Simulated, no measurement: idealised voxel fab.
Documented hereafter: the process module known as voxel lift off.
FYI the section here is cut, 295 nm wide, cells are 5 nm squares.
A cross-section in this document is a grid of square cells, and it is written down as bands, the top band listed before the ones below it; a band is made up of one or more rows of cells.
Heights first: top, then bottom, in nm. Then materials, left to right, each with a width in nm. "edge to edge" on a single material: fills the band edge to edge. "empty": empty space.
Height is counted from the level 0, under which the received wafer is composed throughout of one material. The lowest of the bands is not closed at the bottom but continues downward, in the notation "0 down".
Graded width ("30 to 40"): value in top row of band = first number; value in bottom row = second number; row-to-row change constant.
No cell of the cross-section changed in a step that is given as "changes: none".
Reported under the label "Catalogued sealed voids" are the empty spaces having no open way to the top and comprising 8 cells or more; the notation for each is width x height at distance, in which the distance is measured from the left edge and all three values are in nm.
If you see something after the settings on a step's line, that's the simulator's own remark about that step.
The "overlay nm" setting may appear on a step's line; for a step that uses a mask, it gives how far to the right of its planned position the mask lay, and a negative value indicates the left.
# The planned process steps are enumerated hereunder
1 RECEIVE: material Si
2 CONFORMAL_DEP: material Al2O3, thk nm 5
3 PATTERN: tone open, mask id LINES, material resist, width nm 30, pitch nm 50, thk nm 30, overlay nm 0
4 DIRECTIONAL_DEP: material Ru, thk nm 15
5 STRIP: etch materials resist
6 CONFORMAL_DEP: material SiCN, thk nm 5
# Of two wafers, the first: run according to plan
# So this is the incoming wafer in cross-section - it's already been through step 1
	0 down  Si edge to edge
	Catalogued sealed voids: none
# How the wafer stands in section after step 2
	5 to 0  Al2O3 edge to edge
	For the remainder of the cross-section, below 0, there is no change.
# How the wafer stands in section after step 3
	35 to 5  resist (105) | empty (30) | resist (20) | empty (30) | resist (110)
	For the remainder of the cross-section, below 5, there is no change.
# How the wafer stands in section after step 4
	50 to 35  Ru (105) | empty (30) | Ru (20) | empty (30) | Ru (110)
	35 to 20  resist (105) | empty (30) | resist (20) | empty (30) | resist (110)
	20 to 5  resist (105) | Ru (30) | resist (20) | Ru (30) | resist (110)
	For the remainder of the cross-section, below 5, there is no change.
# How the wafer stands in section after step 5
	20 to 5  empty (105) | Ru (30) | empty (20) | Ru (30) | empty (110)
	For the remainder of the cross-section, below 5, there is no change.
# How the wafer stands in section after step 6
	25 to 20  empty (100) | SiCN (40) | empty (10) | SiCN (40) | empty (105)
	20 to 10  empty (100) | SiCN (5) | Ru (30) | SiCN (5) | empty (10) | SiCN (5) | Ru (30) | SiCN (5) | empty (105)
	10 to 5  SiCN (105) | Ru (30) | SiCN (20) | Ru (30) | SiCN (110)
	For the remainder of the cross-section, below 5, there is no change.
# The remaining wafer, second of the two, started like the first and was run to the same plan, except that one mistake was made along the way; the two coincide through step 2, inclusive
# Second wafer: cross-section at the scheduled end of step 3
	35 to 5  resist (95) | empty (30) | resist (20) | empty (30) | resist (120)
	For the remainder of the cross-section, below 5, there is no change.
# Second wafer: cross-section at the scheduled end of step 4
	50 to 35  Ru (95) | empty (30) | Ru (20) | empty (30) | Ru (120)
	35 to 20  resist (95) | empty (30) | resist (20) | empty (30) | resist (120)
	20 to 5  resist (95) | Ru (30) | resist (20) | Ru (30) | resist (120)
	For the remainder of the cross-section, below 5, there is no change.
# Second wafer: cross-section at the scheduled end of step 5
	20 to 5  empty (95) | Ru (30) | empty (20) | Ru (30) | empty (120)
	For the remainder of the cross-section, below 5, there is no change.
# Second wafer: cross-section at the scheduled end of step 6
	25 to 20  empty (90) | SiCN (40) | empty (10) | SiCN (40) | empty (115)
	20 to 10  empty (90) | SiCN (5) | Ru (30) | SiCN (5) | empty (10) | SiCN (5) | Ru (30) | SiCN (5) | empty (115)
	10 to 5  SiCN (95) | Ru (30) | SiCN (20) | Ru (30) | SiCN (120)
	For the remainder of the cross-section, below 5, there is no change.
What was the processing mistake? step 3 was not run as planned; what actually ran was PATTERN: tone open, mask id LINES, material resist, width nm 30, pitch nm 50, thk nm 30, overlay nm -10
Cell counts per material: same on both final wafers. Positions: different.
